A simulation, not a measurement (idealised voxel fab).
The following is a process module called voxel self aligned vias.
Cross-section cut: width 145 nm, square cells of 5 nm.
If you're reading a cross-section in this doc, picture square cells in a grid; it comes to you as bands, top ones listed first down to the bottom, and a band can be one or more rows of cells. Quick guide to a band line: top height, bottom height (nm) up front; then every material left to right with its width in nm. Only one material and it's marked "everywhere"? Then it fills the band edge to edge. And "air" just means empty space. Height 0 is the level under which the wafer as received is all one material. The lowest band goes on downwards, as in "0 nm and below". You'd read "30->40" like this: the band's top row of cells is as wide as the first number, its bottom row is as wide as the second, and going down, every row changes width by the same amount as the row before did. What does "same as before" mean for a step? It means no cell of the cross-section changed in that step. If an empty space has no open way to the top and is at least 8 cells in size, "Voids, fully enclosed" lists it, written width x height at distance, where distance is measured from the left edge and every value is in nm. On a step's line, text after the settings is the simulator commenting on that step. The optional step-line setting "overlay nm" applies to steps with a mask and quantifies how far to the right of its planned location the mask lay, a negative value indicating leftward placement.
# So here's the lineup of process steps we planned
1. RECEIVE | material Si
2. CONFORMAL_DEP | material SiO2 | thk nm 15
3. CONFORMAL_DEP | material SiCN | thk nm 5
4. DIRECTIONAL_DEP | material SiO2 | thk nm 25
5. DIRECTIONAL_DEP | material aC | thk nm 15
6. PATTERN | tone open | mask id LINES | material resist | width nm 30 | pitch nm 60 | thk nm 35 | overlay nm 0
7. DIRECTIONAL_ETCH | etch materials aC | depth nm 15
8. STRIP | etch materials resist
9. DIRECTIONAL_ETCH | etch materials SiO2 | depth nm 25
10. STRIP | etch materials aC
11. CONFORMAL_DEP | material TiN | thk nm 5
12. FILL_DEP | material Ru | thk nm 5
13. CMP | height nm 45
14. SELECTIVE_ETCH | etch materials W Ru TiN | depth nm 5
15. FILL_DEP | material SiN | thk nm 5
16. CMP | height nm 45
17. DIRECTIONAL_DEP | material SiO2 | thk nm 15
18. MASKED_ETCH | tone open | mask id VIAS | width nm 40 | etch materials SiO2 | depth nm 15 | overlay nm 0
19. MASKED_ETCH | tone open | mask id VIAS | width nm 40 | etch materials SiN | depth nm 5 | overlay nm 0
20. CONFORMAL_DEP | material TiN | thk nm 5
21. FILL_DEP | material Cu | thk nm 5
22. CMP | height nm 60
23. CONFORMAL_DEP | material SiN | thk nm 5
# as received, after step 1
  0 nm and below: Si everywhere
  Voids, fully enclosed: none
# Result of the module, cross-sectioned: start per above, plan per above, one error in how it was run
  65 nm to 60 nm: SiN everywhere
  60 nm to 45 nm: SiO2 20 nm, then TiN 5 nm, then Cu 30 nm, then TiN 5 nm, then SiO2 85 nm
  45 nm to 40 nm: SiO2 20 nm, then TiN 40 nm, then SiO2 25 nm, then SiN 30 nm, then SiO2 30 nm
  40 nm to 30 nm: SiO2 20 nm, then TiN 10 nm, then Ru 20 nm, then TiN 10 nm, then SiO2 25 nm, then TiN 5 nm, then Ru 20 nm, then TiN 5 nm, then SiO2 30 nm
  30 nm to 25 nm: SiO2 25 nm, then TiN 5 nm, then Ru 20 nm, then TiN 5 nm, then SiO2 30 nm, then TiN 5 nm, then Ru 20 nm, then TiN 5 nm, then SiO2 30 nm
  25 nm to 20 nm: SiO2 25 nm, then TiN 30 nm, then SiO2 30 nm, then TiN 30 nm, then SiO2 30 nm
  20 nm to 15 nm: SiCN everywhere
  15 nm to 0 nm: SiO2 everywhere
  0 nm and below: Si everywhere
  Voids, fully enclosed: none
Deviation from plan: in the plan, step 18 was performed twice
